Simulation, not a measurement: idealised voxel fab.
Process module in this document: voxel double patterning
Cross-section cut spans 230 nm and uses square cells 5 nm in size.
A cross-section in this document is a grid of square cells, and it is written down as bands, the top band listed before the ones below it; a band is made up of one or more rows of cells.
Heights first: top, then bottom, in nm. Then materials, left to right, each with a width in nm. "edge to edge" on a single material: fills the band edge to edge. "blank": empty space.
Ref level 0: as-received wafer is one material below here. Bottom band extends down with no lower bound ("0..down").
You'd read "30..40" like this: the band's top row of cells is as wide as the first number, its bottom row is as wide as the second, and going down, every row changes width by the same amount as the row before did.
You'll sometimes find "same as before" written for a step, and that's the way of saying that nowhere in the cross-section did a cell change during that step.
Basically, "Voids, sealed" tells you about the enclosed voids: empty spaces with no open way to the top, 8 cells or bigger, each written width x height at distance, where distance is from the left edge, all in nm.
Read whatever lies past the settings on a step's line as the simulator's own remark about the step.
Regarding "overlay nm": on a step with a mask, it is the distance the mask lay to the right of its planned place; a negative value places it to the left.
So here's the lineup of process steps we planned
1,RECEIVE [material Si]
2,CONFORMAL_DEP [material SiO2] [thk nm 10]
3,DIRECTIONAL_DEP [material TiN] [thk nm 15]
4,DIRECTIONAL_DEP [material SiCN] [thk nm 5]
5,MASKED_ETCH [tone open] [mask id FIRST] [width nm 15] [pitch nm 50] [etch materials SiCN] [depth nm 5] [overlay nm 0]
6,PATTERN [tone open] [mask id SECOND] [material resist] [width nm 15] [pitch nm 50] [thk nm 15] [overlay nm -15]
7,DIRECTIONAL_ETCH [etch materials SiCN] [depth nm 5]
8,STRIP [etch materials resist]
9,DIRECTIONAL_ETCH [etch materials TiN] [depth nm 15]
10,STRIP [etch materials SiCN]
All wafers enter the flow in the same state. The overlay nm at step 6 differs from wafer to wafer, and the plan gives the value for the first wafer.
First wafer as received, after step 1
> 0..down: Si edge to edge
> Voids, sealed: none
Table: wafers, a row each; end-of-module cell change per material since receipt, gain (+), loss (-); then closed voids
overlay nm -15; +92 SiO2; +99 TiN; Voids, sealed: none
overlay nm -10; +92 SiO2; +93 TiN; Voids, sealed: none
overlay nm -5; +92 SiO2; +93 TiN; Voids, sealed: none
overlay nm 0; +92 SiO2; +93 TiN; Voids, sealed: none
overlay nm 5; +92 SiO2; +93 TiN; Voids, sealed: none
overlay nm 10; +92 SiO2; +93 TiN; Voids, sealed: none
overlay nm 15; +92 SiO2; +99 TiN; Voids, sealed: none
